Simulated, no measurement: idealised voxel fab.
Process module heading - voxel wiring stack
The figure presents cross-section cut, which has a width of 295 nm and is divided into square cells with an edge length of 5 nm.
When this document writes out a cross-section, it uses a grid of square cells and lists it as bands, beginning at the top and moving down, with a band standing for one or more rows of cells. Band entry format. Leading values: height of top, height of bottom, nm. Remainder: materials in left-to-right order, each with its width in nm. Special words: "all across" on a single material, which then fills the band edge to edge; "air", empty space. Basically, 0 is our baseline, since under it the wafer straight out of the box is all one material. The bottom band has no lower end and keeps on going down, so it looks like "0..down". Read "30..40" as a graded width: first number on top, second number at the bottom, same change between each pair of neighbouring rows. "remained unchanged" after a step means that no cell of the cross-section changed. The entry titled "Cavities, closed" provides the empty spaces that have no open way to the top, restricted to those of 8 cells or more. Each is presented as width x height at distance, the distance being measured from the left edge, with all three in nm. Heads up: the bit after the settings on a step's line is the simulator's remark on that step. overlay nm: for a step with a mask, the amount by which the mask lay right of where it was planned; a negative amount means left of it.

Planned step list for the process:
1. RECEIVE with material Si
2. CONFORMAL_DEP with material SiO2, thk nm 15
3. CONFORMAL_DEP with material SiN, thk nm 5
4. DIRECTIONAL_DEP with material lowk, thk nm 15
5. PATTERN with tone open, mask id METAL_1, material resist, width nm 25, pitch nm 55, thk nm 15, overlay nm 0
6. DIRECTIONAL_ETCH with etch materials lowk, depth nm 15
7. DIRECTIONAL_ETCH with etch materials SiN, depth nm 5
8. STRIP with etch materials resist
9. CONFORMAL_DEP with material TiN, thk nm 5
10. FILL_DEP with material Cu, thk nm 10
11. CMP with height nm 35
12. CONFORMAL_DEP with material SiCN, thk nm 5
13. DIRECTIONAL_DEP with material lowk, thk nm 10
14. PATTERN with tone open, mask id PLUG_1, material resist, width nm 15, pitch nm 55, thk nm 20, overlay nm 0
15. DIRECTIONAL_ETCH with etch materials lowk, depth nm 10
16. DIRECTIONAL_ETCH with etch materials SiCN, depth nm 5
17. STRIP with etch materials resist
18. EPI with material Ru, thk nm 10
19. EPI with material Ru, thk nm 5
20. CONFORMAL_DEP with material SiCN, thk nm 5
21. DIRECTIONAL_DEP with material SiO2, thk nm 25
22. PATTERN with tone open, mask id METAL_2, material resist, width nm 25, pitch nm 55, thk nm 15, overlay nm 0
23. DIRECTIONAL_ETCH with etch materials SiO2, depth nm 25
24. DIRECTIONAL_ETCH with etch materials SiCN, depth nm 5
25. STRIP with etch materials resist
26. CONFORMAL_DEP with material TiN, thk nm 5
27. FILL_DEP with material Ru, thk nm 5
28. CMP with height nm 80
29. CONFORMAL_DEP with material SiCN, thk nm 5
30. DIRECTIONAL_DEP with material SiO2, thk nm 20
31. MASKED_ETCH with tone open, mask id PLUG_2, width nm 15, pitch nm 110, etch materials SiO2, depth nm 20, overlay nm 0
32. MASKED_ETCH with tone open, mask id PLUG_2, width nm 15, pitch nm 110, etch materials SiCN, depth nm 5, overlay nm 0
33. EPI with material Ru, thk nm 10
34. EPI with material Ru, thk nm 10
35. EPI with material Ru, thk nm 5
36. CONFORMAL_DEP with material SiCN, thk nm 5
37. DIRECTIONAL_DEP with material lowk, thk nm 20
38. MASKED_ETCH with tone open, mask id METAL_3, width nm 25, pitch nm 55, etch materials lowk, depth nm 20, overlay nm 0
39. MASKED_ETCH with tone open, mask id METAL_3, width nm 25, pitch nm 55, etch materials SiCN, depth nm 5, overlay nm 0
40. CONFORMAL_DEP with material TiN, thk nm 5
41. FILL_DEP with material W, thk nm 10
42. CMP with height nm 130
43. CONFORMAL_DEP with material SiCN, thk nm 5
44. DIRECTIONAL_DEP with material SiO2, thk nm 35
45. MASKED_ETCH with tone open, mask id METAL_4_HOLES, width nm 15, pitch nm 55, etch materials SiO2, depth nm 35, overlay nm 0
46. PATTERN with tone open, mask id METAL_4, material resist, width nm 25, pitch nm 55, thk nm 20, overlay nm 0
47. DIRECTIONAL_ETCH with etch materials SiO2, depth nm 20
48. DIRECTIONAL_ETCH with etch materials SiCN, depth nm 5
49. STRIP with etch materials resist
50. CONFORMAL_DEP with material TiN, thk nm 5
51. FILL_DEP with material Ru, thk nm 10
52. CMP with height nm 170
53. CONFORMAL_DEP with material SiCN, thk nm 5

The first of two wafers, run as planned:

Cross-section of the wafer as it came to us, i.e., already through step 1:
> 0..down  Si all across
> Cavities, closed: none

The following cross-section depicts the wafer upon completion of step 2:
> 15..0  SiO2 all across
> Note: structure below 0 unchanged.

The following cross-section depicts the wafer upon completion of step 3:
> 20..15  SiN all across
> Note: structure below 15 unchanged.

The following cross-section depicts the wafer upon completion of step 4:
> 35..20  lowk all across
> Note: structure below 20 unchanged.

The following cross-section depicts the wafer upon completion of step 5:
> 50..35  80 nm resist; 25 nm air; 30 nm resist; 25 nm air; 30 nm resist; 25 nm air; 80 nm resist
> Note: structure below 35 unchanged.

The following cross-section depicts the wafer upon completion of step 6:
> 50..35  80 nm resist; 25 nm air; 30 nm resist; 25 nm air; 30 nm resist; 25 nm air; 80 nm resist
> 35..20  80 nm lowk; 25 nm air; 30 nm lowk; 25 nm air; 30 nm lowk; 25 nm air; 80 nm lowk
> Note: structure below 20 unchanged.

The following cross-section depicts the wafer upon completion of step 7:
> 50..35  80 nm resist; 25 nm air; 30 nm resist; 25 nm air; 30 nm resist; 25 nm air; 80 nm resist
> 35..20  80 nm lowk; 25 nm air; 30 nm lowk; 25 nm air; 30 nm lowk; 25 nm air; 80 nm lowk
> 20..15  80 nm SiN; 25 nm air; 30 nm SiN; 25 nm air; 30 nm SiN; 25 nm air; 80 nm SiN
> Note: structure below 15 unchanged.

The following cross-section depicts the wafer upon completion of step 8:
> 35..20  80 nm lowk; 25 nm air; 30 nm lowk; 25 nm air; 30 nm lowk; 25 nm air; 80 nm lowk
> Note: structure below 20 unchanged.

The following cross-section depicts the wafer upon completion of step 9:
> 40..35  85 nm TiN; 15 nm air; 40 nm TiN; 15 nm air; 40 nm TiN; 15 nm air; 85 nm TiN
> 35..20  80 nm lowk; 5 nm TiN; 15 nm air; 5 nm TiN; 30 nm lowk; 5 nm TiN; 15 nm air; 5 nm TiN; 30 nm lowk; 5 nm TiN; 15 nm air; 5 nm TiN; 80 nm lowk
> 20..15  80 nm SiN; 25 nm TiN; 30 nm SiN; 25 nm TiN; 30 nm SiN; 25 nm TiN; 80 nm SiN
> Note: structure below 15 unchanged.

The following cross-section depicts the wafer upon completion of step 10:
> 50..40  Cu all across
> 40..35  85 nm TiN; 15 nm Cu; 40 nm TiN; 15 nm Cu; 40 nm TiN; 15 nm Cu; 85 nm TiN
> 35..20  80 nm lowk; 5 nm TiN; 15 nm Cu; 5 nm TiN; 30 nm lowk; 5 nm TiN; 15 nm Cu; 5 nm TiN; 30 nm lowk; 5 nm TiN; 15 nm Cu; 5 nm TiN; 80 nm lowk
> Note: structure below 20 unchanged.

The following cross-section depicts the wafer upon completion of step 11:
> 35..20  80 nm lowk; 5 nm TiN; 15 nm Cu; 5 nm TiN; 30 nm lowk; 5 nm TiN; 15 nm Cu; 5 nm TiN; 30 nm lowk; 5 nm TiN; 15 nm Cu; 5 nm TiN; 80 nm lowk
> Note: structure below 20 unchanged.

The following cross-section depicts the wafer upon completion of step 12:
> 40..35  SiCN all across
> Note: structure below 35 unchanged.

The following cross-section depicts the wafer upon completion of step 13:
> 50..40  lowk all across
> Note: structure below 40 unchanged.

The following cross-section depicts the wafer upon completion of step 14:
> 70..50  80 nm resist; 15 nm air; 40 nm resist; 15 nm air; 40 nm resist; 15 nm air; 90 nm resist
> Note: structure below 50 unchanged.

The following cross-section depicts the wafer upon completion of step 15:
> 70..50  80 nm resist; 15 nm air; 40 nm resist; 15 nm air; 40 nm resist; 15 nm air; 90 nm resist
> 50..40  80 nm lowk; 15 nm air; 40 nm lowk; 15 nm air; 40 nm lowk; 15 nm air; 90 nm lowk
> Note: structure below 40 unchanged.

The following cross-section depicts the wafer upon completion of step 16:
> 70..50  80 nm resist; 15 nm air; 40 nm resist; 15 nm air; 40 nm resist; 15 nm air; 90 nm resist
> 50..40  80 nm lowk; 15 nm air; 40 nm lowk; 15 nm air; 40 nm lowk; 15 nm air; 90 nm lowk
> 40..35  80 nm SiCN; 15 nm air; 40 nm SiCN; 15 nm air; 40 nm SiCN; 15 nm air; 90 nm SiCN
> Note: structure below 35 unchanged.

The following cross-section depicts the wafer upon completion of step 17:
> 50..40  80 nm lowk; 15 nm air; 40 nm lowk; 15 nm air; 40 nm lowk; 15 nm air; 90 nm lowk
> Note: structure below 40 unchanged.

The following cross-section depicts the wafer upon completion of step 18:
> 50..45  80 nm lowk; 15 nm air; 40 nm lowk; 15 nm air; 40 nm lowk; 15 nm air; 90 nm lowk
> 45..40  80 nm lowk; 15 nm Ru; 40 nm lowk; 15 nm Ru; 40 nm lowk; 15 nm Ru; 90 nm lowk
> 40..35  80 nm SiCN; 15 nm Ru; 40 nm SiCN; 15 nm Ru; 40 nm SiCN; 15 nm Ru; 90 nm SiCN
> Note: structure below 35 unchanged.

The following cross-section depicts the wafer upon completion of step 19:
> 50..40  80 nm lowk; 15 nm Ru; 40 nm lowk; 15 nm Ru; 40 nm lowk; 15 nm Ru; 90 nm lowk
> Note: structure below 40 unchanged.

The following cross-section depicts the wafer upon completion of step 20:
> 55..50  SiCN all across
> Note: structure below 50 unchanged.

The following cross-section depicts the wafer upon completion of step 21:
> 80..55  SiO2 all across
> Note: structure below 55 unchanged.

The following cross-section depicts the wafer upon completion of step 22:
> 95..80  80 nm resist; 25 nm air; 30 nm resist; 25 nm air; 30 nm resist; 25 nm air; 80 nm resist
> Note: structure below 80 unchanged.

The following cross-section depicts the wafer upon completion of step 23:
> 95..80  80 nm resist; 25 nm air; 30 nm resist; 25 nm air; 30 nm resist; 25 nm air; 80 nm resist
> 80..55  80 nm SiO2; 25 nm air; 30 nm SiO2; 25 nm air; 30 nm SiO2; 25 nm air; 80 nm SiO2
> Note: structure below 55 unchanged.

The following cross-section depicts the wafer upon completion of step 24:
> 95..80  80 nm resist; 25 nm air; 30 nm resist; 25 nm air; 30 nm resist; 25 nm air; 80 nm resist
> 80..55  80 nm SiO2; 25 nm air; 30 nm SiO2; 25 nm air; 30 nm SiO2; 25 nm air; 80 nm SiO2
> 55..50  80 nm SiCN; 25 nm air; 30 nm SiCN; 25 nm air; 30 nm SiCN; 25 nm air; 80 nm SiCN
> Note: structure below 50 unchanged.

The following cross-section depicts the wafer upon completion of step 25:
> 80..55  80 nm SiO2; 25 nm air; 30 nm SiO2; 25 nm air; 30 nm SiO2; 25 nm air; 80 nm SiO2
> Note: structure below 55 unchanged.

The following cross-section depicts the wafer upon completion of step 26:
> 85..80  85 nm TiN; 15 nm air; 40 nm TiN; 15 nm air; 40 nm TiN; 15 nm air; 85 nm TiN
> 80..55  80 nm SiO2; 5 nm TiN; 15 nm air; 5 nm TiN; 30 nm SiO2; 5 nm TiN; 15 nm air; 5 nm TiN; 30 nm SiO2; 5 nm TiN; 15 nm air; 5 nm TiN; 80 nm SiO2
> 55..50  80 nm SiCN; 25 nm TiN; 30 nm SiCN; 25 nm TiN; 30 nm SiCN; 25 nm TiN; 80 nm SiCN
> Note: structure below 50 unchanged.

The following cross-section depicts the wafer upon completion of step 27:
> 90..85  Ru all across
> 85..80  85 nm TiN; 15 nm Ru; 40 nm TiN; 15 nm Ru; 40 nm TiN; 15 nm Ru; 85 nm TiN
> 80..55  80 nm SiO2; 5 nm TiN; 15 nm Ru; 5 nm TiN; 30 nm SiO2; 5 nm TiN; 15 nm Ru; 5 nm TiN; 30 nm SiO2; 5 nm TiN; 15 nm Ru; 5 nm TiN; 80 nm SiO2
> Note: structure below 55 unchanged.

The following cross-section depicts the wafer upon completion of step 28:
> 80..55  80 nm SiO2; 5 nm TiN; 15 nm Ru; 5 nm TiN; 30 nm SiO2; 5 nm TiN; 15 nm Ru; 5 nm TiN; 30 nm SiO2; 5 nm TiN; 15 nm Ru; 5 nm TiN; 80 nm SiO2
> Note: structure below 55 unchanged.

The following cross-section depicts the wafer upon completion of step 29:
> 85..80  SiCN all across
> Note: structure below 80 unchanged.

The following cross-section depicts the wafer upon completion of step 30:
> 105..85  SiO2 all across
> Note: structure below 85 unchanged.

The following cross-section depicts the wafer upon completion of step 31:
> 105..85  80 nm SiO2; 15 nm air; 95 nm SiO2; 15 nm air; 90 nm SiO2
> Note: structure below 85 unchanged.

The following cross-section depicts the wafer upon completion of step 32:
> 105..85  80 nm SiO2; 15 nm air; 95 nm SiO2; 15 nm air; 90 nm SiO2
> 85..80  80 nm SiCN; 15 nm air; 95 nm SiCN; 15 nm air; 90 nm SiCN
> Note: structure below 80 unchanged.

The following cross-section depicts the wafer upon completion of step 33:
> 105..90  80 nm SiO2; 15 nm air; 95 nm SiO2; 15 nm air; 90 nm SiO2
> 90..85  80 nm SiO2; 15 nm Ru; 95 nm SiO2; 15 nm Ru; 90 nm SiO2
> 85..80  80 nm SiCN; 15 nm Ru; 95 nm SiCN; 15 nm Ru; 90 nm SiCN
> Note: structure below 80 unchanged.

The following cross-section depicts the wafer upon completion of step 34:
> 105..100  80 nm SiO2; 15 nm air; 95 nm SiO2; 15 nm air; 90 nm SiO2
> 100..85  80 nm SiO2; 15 nm Ru; 95 nm SiO2; 15 nm Ru; 90 nm SiO2
> Note: structure below 85 unchanged.

The following cross-section depicts the wafer upon completion of step 35:
> 105..85  80 nm SiO2; 15 nm Ru; 95 nm SiO2; 15 nm Ru; 90 nm SiO2
> Note: structure below 85 unchanged.

The following cross-section depicts the wafer upon completion of step 36:
> 110..105  SiCN all across
> Note: structure below 105 unchanged.

The following cross-section depicts the wafer upon completion of step 37:
> 130..110  lowk all across
> Note: structure below 110 unchanged.

The following cross-section depicts the wafer upon completion of step 38:
> 130..110  80 nm lowk; 25 nm air; 30 nm lowk; 25 nm air; 30 nm lowk; 25 nm air; 80 nm lowk
> Note: structure below 110 unchanged.

The following cross-section depicts the wafer upon completion of step 39:
> 130..110  80 nm lowk; 25 nm air; 30 nm lowk; 25 nm air; 30 nm lowk; 25 nm air; 80 nm lowk
> 110..105  80 nm SiCN; 25 nm air; 30 nm SiCN; 25 nm air; 30 nm SiCN; 25 nm air; 80 nm SiCN
> Note: structure below 105 unchanged.

The following cross-section depicts the wafer upon completion of step 40:
> 135..130  85 nm TiN; 15 nm air; 40 nm TiN; 15 nm air; 40 nm TiN; 15 nm air; 85 nm TiN
> 130..110  80 nm lowk; 5 nm TiN; 15 nm air; 5 nm TiN; 30 nm lowk; 5 nm TiN; 15 nm air; 5 nm TiN; 30 nm lowk; 5 nm TiN; 15 nm air; 5 nm TiN; 80 nm lowk
> 110..105  80 nm SiCN; 25 nm TiN; 30 nm SiCN; 25 nm TiN; 30 nm SiCN; 25 nm TiN; 80 nm SiCN
> Note: structure below 105 unchanged.

The following cross-section depicts the wafer upon completion of step 41:
> 145..135  W all across
> 135..130  85 nm TiN; 15 nm W; 40 nm TiN; 15 nm W; 40 nm TiN; 15 nm W; 85 nm TiN
> 130..110  80 nm lowk; 5 nm TiN; 15 nm W; 5 nm TiN; 30 nm lowk; 5 nm TiN; 15 nm W; 5 nm TiN; 30 nm lowk; 5 nm TiN; 15 nm W; 5 nm TiN; 80 nm lowk
> Note: structure below 110 unchanged.

The following cross-section depicts the wafer upon completion of step 42:
> 130..110  80 nm lowk; 5 nm TiN; 15 nm W; 5 nm TiN; 30 nm lowk; 5 nm TiN; 15 nm W; 5 nm TiN; 30 nm lowk; 5 nm TiN; 15 nm W; 5 nm TiN; 80 nm lowk
> Note: structure below 110 unchanged.

The following cross-section depicts the wafer upon completion of step 43:
> 135..130  SiCN all across
> Note: structure below 130 unchanged.

The following cross-section depicts the wafer upon completion of step 44:
> 170..135  SiO2 all across
> Note: structure below 135 unchanged.

The following cross-section depicts the wafer upon completion of step 45:
> 170..135  80 nm SiO2; 15 nm air; 40 nm SiO2; 15 nm air; 40 nm SiO2; 15 nm air; 90 nm SiO2
> Note: structure below 135 unchanged.

The following cross-section depicts the wafer upon completion of step 46:
> 190..170  80 nm resist; 25 nm air; 30 nm resist; 25 nm air; 30 nm resist; 25 nm air; 80 nm resist
> Note: structure below 170 unchanged.

The following cross-section depicts the wafer upon completion of step 47:
> 190..170  80 nm resist; 25 nm air; 30 nm resist; 25 nm air; 30 nm resist; 25 nm air; 80 nm resist
> 170..150  80 nm SiO2; 25 nm air; 30 nm SiO2; 25 nm air; 30 nm SiO2; 25 nm air; 80 nm SiO2
> Note: structure below 150 unchanged.

The following cross-section depicts the wafer upon completion of step 48:
> 190..170  80 nm resist; 25 nm air; 30 nm resist; 25 nm air; 30 nm resist; 25 nm air; 80 nm resist
> 170..150  80 nm SiO2; 25 nm air; 30 nm SiO2; 25 nm air; 30 nm SiO2; 25 nm air; 80 nm SiO2
> 150..135  80 nm SiO2; 15 nm air; 40 nm SiO2; 15 nm air; 40 nm SiO2; 15 nm air; 90 nm SiO2
> 135..130  80 nm SiCN; 15 nm air; 40 nm SiCN; 15 nm air; 40 nm SiCN; 15 nm air; 90 nm SiCN
> Note: structure below 130 unchanged.

The following cross-section depicts the wafer upon completion of step 49:
> 170..150  80 nm SiO2; 25 nm air; 30 nm SiO2; 25 nm air; 30 nm SiO2; 25 nm air; 80 nm SiO2
> Note: structure below 150 unchanged.

The following cross-section depicts the wafer upon completion of step 50:
> 175..170  85 nm TiN; 15 nm air; 40 nm TiN; 15 nm air; 40 nm TiN; 15 nm air; 85 nm TiN
> 170..155  80 nm SiO2; 5 nm TiN; 15 nm air; 5 nm TiN; 30 nm SiO2; 5 nm TiN; 15 nm air; 5 nm TiN; 30 nm SiO2; 5 nm TiN; 15 nm air; 5 nm TiN; 80 nm SiO2
> 155..150  80 nm SiO2; 5 nm TiN; 5 nm air; 15 nm TiN; 30 nm SiO2; 5 nm TiN; 5 nm air; 15 nm TiN; 30 nm SiO2; 5 nm TiN; 5 nm air; 15 nm TiN; 80 nm SiO2
> 150..135  80 nm SiO2; 5 nm TiN; 5 nm air; 5 nm TiN; 40 nm SiO2; 5 nm TiN; 5 nm air; 5 nm TiN; 40 nm SiO2; 5 nm TiN; 5 nm air; 5 nm TiN; 90 nm SiO2
> 135..130  80 nm SiCN; 15 nm TiN; 40 nm SiCN; 15 nm TiN; 40 nm SiCN; 15 nm TiN; 90 nm SiCN
> Note: structure below 130 unchanged.

The following cross-section depicts the wafer upon completion of step 51:
> 185..175  Ru all across
> 175..170  85 nm TiN; 15 nm Ru; 40 nm TiN; 15 nm Ru; 40 nm TiN; 15 nm Ru; 85 nm TiN
> 170..155  80 nm SiO2; 5 nm TiN; 15 nm Ru; 5 nm TiN; 30 nm SiO2; 5 nm TiN; 15 nm Ru; 5 nm TiN; 30 nm SiO2; 5 nm TiN; 15 nm Ru; 5 nm TiN; 80 nm SiO2
> 155..150  80 nm SiO2; 5 nm TiN; 5 nm Ru; 15 nm TiN; 30 nm SiO2; 5 nm TiN; 5 nm Ru; 15 nm TiN; 30 nm SiO2; 5 nm TiN; 5 nm Ru; 15 nm TiN; 80 nm SiO2
> 150..135  80 nm SiO2; 5 nm TiN; 5 nm Ru; 5 nm TiN; 40 nm SiO2; 5 nm TiN; 5 nm Ru; 5 nm TiN; 40 nm SiO2; 5 nm TiN; 5 nm Ru; 5 nm TiN; 90 nm SiO2
> Note: structure below 135 unchanged.

The following cross-section depicts the wafer upon completion of step 52:
> 170..155  80 nm SiO2; 5 nm TiN; 15 nm Ru; 5 nm TiN; 30 nm SiO2; 5 nm TiN; 15 nm Ru; 5 nm TiN; 30 nm SiO2; 5 nm TiN; 15 nm Ru; 5 nm TiN; 80 nm SiO2
> Note: structure below 155 unchanged.

The following cross-section depicts the wafer upon completion of step 53:
> 175..170  SiCN all across
> Note: structure below 170 unchanged.

The second wafer was prepared from the same starting point and under the same plan as the first; its processing contained one mistake, and it remains indistinguishable from the first wafer up to and including step 29:

Cross-sectional representation of the second wafer at the time designated in the plan for the completion of step 30:
> 115..85  SiO2 all across
> Note: structure below 85 unchanged.

Cross-sectional representation of the second wafer at the time designated in the plan for the completion of step 31:
> 115..95  80 nm SiO2; 15 nm air; 95 nm SiO2; 15 nm air; 90 nm SiO2
> Note: structure below 95 unchanged.

Cross-sectional representation of the second wafer at the time designated in the plan for the completion of step 32: remained unchanged

Cross-sectional representation of the second wafer at the time designated in the plan for the completion of step 33: remained unchanged

Cross-sectional representation of the second wafer at the time designated in the plan for the completion of step 34: remained unchanged

Cross-sectional representation of the second wafer at the time designated in the plan for the completion of step 35: remained unchanged

Cross-sectional representation of the second wafer at the time designated in the plan for the completion of step 36:
> 120..115  85 nm SiCN; 5 nm air; 105 nm SiCN; 5 nm air; 95 nm SiCN
> 115..100  80 nm SiO2; 5 nm SiCN; 5 nm air; 5 nm SiCN; 95 nm SiO2; 5 nm SiCN; 5 nm air; 5 nm SiCN; 90 nm SiO2
> 100..95  80 nm SiO2; 15 nm SiCN; 95 nm SiO2; 15 nm SiCN; 90 nm SiO2
> Note: structure below 95 unchanged.

Cross-sectional representation of the second wafer at the time designated in the plan for the completion of step 37:
> 140..120  85 nm lowk; 5 nm air; 105 nm lowk; 5 nm air; 95 nm lowk
> 120..115  85 nm SiCN; 5 nm lowk; 105 nm SiCN; 5 nm lowk; 95 nm SiCN
> 115..100  80 nm SiO2; 5 nm SiCN; 5 nm lowk; 5 nm SiCN; 95 nm SiO2; 5 nm SiCN; 5 nm lowk; 5 nm SiCN; 90 nm SiO2
> Note: structure below 100 unchanged.

Cross-sectional representation of the second wafer at the time designated in the plan for the completion of step 38:
> 140..120  80 nm lowk; 25 nm air; 30 nm lowk; 25 nm air; 30 nm lowk; 25 nm air; 80 nm lowk
> 120..115  85 nm SiCN; 5 nm air; 105 nm SiCN; 5 nm air; 95 nm SiCN
> 115..100  80 nm SiO2; 5 nm SiCN; 5 nm air; 5 nm SiCN; 95 nm SiO2; 5 nm SiCN; 5 nm air; 5 nm SiCN; 90 nm SiO2
> Note: structure below 100 unchanged.

Cross-sectional representation of the second wafer at the time designated in the plan for the completion of step 39:
> 140..120  80 nm lowk; 25 nm air; 30 nm lowk; 25 nm air; 30 nm lowk; 25 nm air; 80 nm lowk
> 120..115  80 nm SiCN; 25 nm air; 30 nm SiCN; 25 nm air; 30 nm SiCN; 25 nm air; 80 nm SiCN
> 115..95  80 nm SiO2; 5 nm SiCN; 5 nm air; 5 nm SiCN; 95 nm SiO2; 5 nm SiCN; 5 nm air; 5 nm SiCN; 90 nm SiO2
> Note: structure below 95 unchanged.

Cross-sectional representation of the second wafer at the time designated in the plan for the completion of step 40:
> 145..140  85 nm TiN; 15 nm air; 40 nm TiN; 15 nm air; 40 nm TiN; 15 nm air; 85 nm TiN
> 140..120  80 nm lowk; 5 nm TiN; 15 nm air; 5 nm TiN; 30 nm lowk; 5 nm TiN; 15 nm air; 5 nm TiN; 30 nm lowk; 5 nm TiN; 15 nm air; 5 nm TiN; 80 nm lowk
> 120..115  80 nm SiCN; 25 nm TiN; 30 nm SiCN; 25 nm TiN; 30 nm SiCN; 25 nm TiN; 80 nm SiCN
> 115..95  80 nm SiO2; 5 nm SiCN; 5 nm TiN; 5 nm SiCN; 95 nm SiO2; 5 nm SiCN; 5 nm TiN; 5 nm SiCN; 90 nm SiO2
> Note: structure below 95 unchanged.

Cross-sectional representation of the second wafer at the time designated in the plan for the completion of step 41:
> 155..145  W all across
> 145..140  85 nm TiN; 15 nm W; 40 nm TiN; 15 nm W; 40 nm TiN; 15 nm W; 85 nm TiN
> 140..120  80 nm lowk; 5 nm TiN; 15 nm W; 5 nm TiN; 30 nm lowk; 5 nm TiN; 15 nm W; 5 nm TiN; 30 nm lowk; 5 nm TiN; 15 nm W; 5 nm TiN; 80 nm lowk
> Note: structure below 120 unchanged.

Cross-sectional representation of the second wafer at the time designated in the plan for the completion of step 42:
> 130..120  80 nm lowk; 5 nm TiN; 15 nm W; 5 nm TiN; 30 nm lowk; 5 nm TiN; 15 nm W; 5 nm TiN; 30 nm lowk; 5 nm TiN; 15 nm W; 5 nm TiN; 80 nm lowk
> Note: structure below 120 unchanged.

Cross-sectional representation of the second wafer at the time designated in the plan for the completion of step 43:
> 135..130  SiCN all across
> Note: structure below 130 unchanged.

Cross-sectional representation of the second wafer at the time designated in the plan for the completion of step 44:
> 170..135  SiO2 all across
> Note: structure below 135 unchanged.

Cross-sectional representation of the second wafer at the time designated in the plan for the completion of step 45:
> 170..135  80 nm SiO2; 15 nm air; 40 nm SiO2; 15 nm air; 40 nm SiO2; 15 nm air; 90 nm SiO2
> Note: structure below 135 unchanged.

Cross-sectional representation of the second wafer at the time designated in the plan for the completion of step 46:
> 190..170  80 nm resist; 25 nm air; 30 nm resist; 25 nm air; 30 nm resist; 25 nm air; 80 nm resist
> Note: structure below 170 unchanged.

Cross-sectional representation of the second wafer at the time designated in the plan for the completion of step 47:
> 190..170  80 nm resist; 25 nm air; 30 nm resist; 25 nm air; 30 nm resist; 25 nm air; 80 nm resist
> 170..150  80 nm SiO2; 25 nm air; 30 nm SiO2; 25 nm air; 30 nm SiO2; 25 nm air; 80 nm SiO2
> Note: structure below 150 unchanged.

Cross-sectional representation of the second wafer at the time designated in the plan for the completion of step 48:
> 190..170  80 nm resist; 25 nm air; 30 nm resist; 25 nm air; 30 nm resist; 25 nm air; 80 nm resist
> 170..150  80 nm SiO2; 25 nm air; 30 nm SiO2; 25 nm air; 30 nm SiO2; 25 nm air; 80 nm SiO2
> 150..135  80 nm SiO2; 15 nm air; 40 nm SiO2; 15 nm air; 40 nm SiO2; 15 nm air; 90 nm SiO2
> 135..130  80 nm SiCN; 15 nm air; 40 nm SiCN; 15 nm air; 40 nm SiCN; 15 nm air; 90 nm SiCN
> Note: structure below 130 unchanged.

Cross-sectional representation of the second wafer at the time designated in the plan for the completion of step 49:
> 170..150  80 nm SiO2; 25 nm air; 30 nm SiO2; 25 nm air; 30 nm SiO2; 25 nm air; 80 nm SiO2
> Note: structure below 150 unchanged.

Cross-sectional representation of the second wafer at the time designated in the plan for the completion of step 50:
> 175..170  85 nm TiN; 15 nm air; 40 nm TiN; 15 nm air; 40 nm TiN; 15 nm air; 85 nm TiN
> 170..155  80 nm SiO2; 5 nm TiN; 15 nm air; 5 nm TiN; 30 nm SiO2; 5 nm TiN; 15 nm air; 5 nm TiN; 30 nm SiO2; 5 nm TiN; 15 nm air; 5 nm TiN; 80 nm SiO2
> 155..150  80 nm SiO2; 5 nm TiN; 5 nm air; 15 nm TiN; 30 nm SiO2; 5 nm TiN; 5 nm air; 15 nm TiN; 30 nm SiO2; 5 nm TiN; 5 nm air; 15 nm TiN; 80 nm SiO2
> 150..135  80 nm SiO2; 5 nm TiN; 5 nm air; 5 nm TiN; 40 nm SiO2; 5 nm TiN; 5 nm air; 5 nm TiN; 40 nm SiO2; 5 nm TiN; 5 nm air; 5 nm TiN; 90 nm SiO2
> 135..130  80 nm SiCN; 15 nm TiN; 40 nm SiCN; 15 nm TiN; 40 nm SiCN; 15 nm TiN; 90 nm SiCN
> Note: structure below 130 unchanged.

Cross-sectional representation of the second wafer at the time designated in the plan for the completion of step 51:
> 185..175  Ru all across
> 175..170  85 nm TiN; 15 nm Ru; 40 nm TiN; 15 nm Ru; 40 nm TiN; 15 nm Ru; 85 nm TiN
> 170..155  80 nm SiO2; 5 nm TiN; 15 nm Ru; 5 nm TiN; 30 nm SiO2; 5 nm TiN; 15 nm Ru; 5 nm TiN; 30 nm SiO2; 5 nm TiN; 15 nm Ru; 5 nm TiN; 80 nm SiO2
> 155..150  80 nm SiO2; 5 nm TiN; 5 nm Ru; 15 nm TiN; 30 nm SiO2; 5 nm TiN; 5 nm Ru; 15 nm TiN; 30 nm SiO2; 5 nm TiN; 5 nm Ru; 15 nm TiN; 80 nm SiO2
> 150..135  80 nm SiO2; 5 nm TiN; 5 nm Ru; 5 nm TiN; 40 nm SiO2; 5 nm TiN; 5 nm Ru; 5 nm TiN; 40 nm SiO2; 5 nm TiN; 5 nm Ru; 5 nm TiN; 90 nm SiO2
> Note: structure below 135 unchanged.

Cross-sectional representation of the second wafer at the time designated in the plan for the completion of step 52:
> 170..155  80 nm SiO2; 5 nm TiN; 15 nm Ru; 5 nm TiN; 30 nm SiO2; 5 nm TiN; 15 nm Ru; 5 nm TiN; 30 nm SiO2; 5 nm TiN; 15 nm Ru; 5 nm TiN; 80 nm SiO2
> Note: structure below 155 unchanged.

Cross-sectional representation of the second wafer at the time designated in the plan for the completion of step 53:
> 175..170  SiCN all across
> Note: structure below 170 unchanged.
Against the plan, the run slipped here: heads up, step 30 didn't go per plan, it actually ran as DIRECTIONAL_DEP with material SiO2, thk nm 30
FYI, end of process, the second wafer has more or fewer cells of some materials than the first: -30 Ru | +22 SiCN | +118 SiO2 | -4 TiN | -18 W | -88 lowk
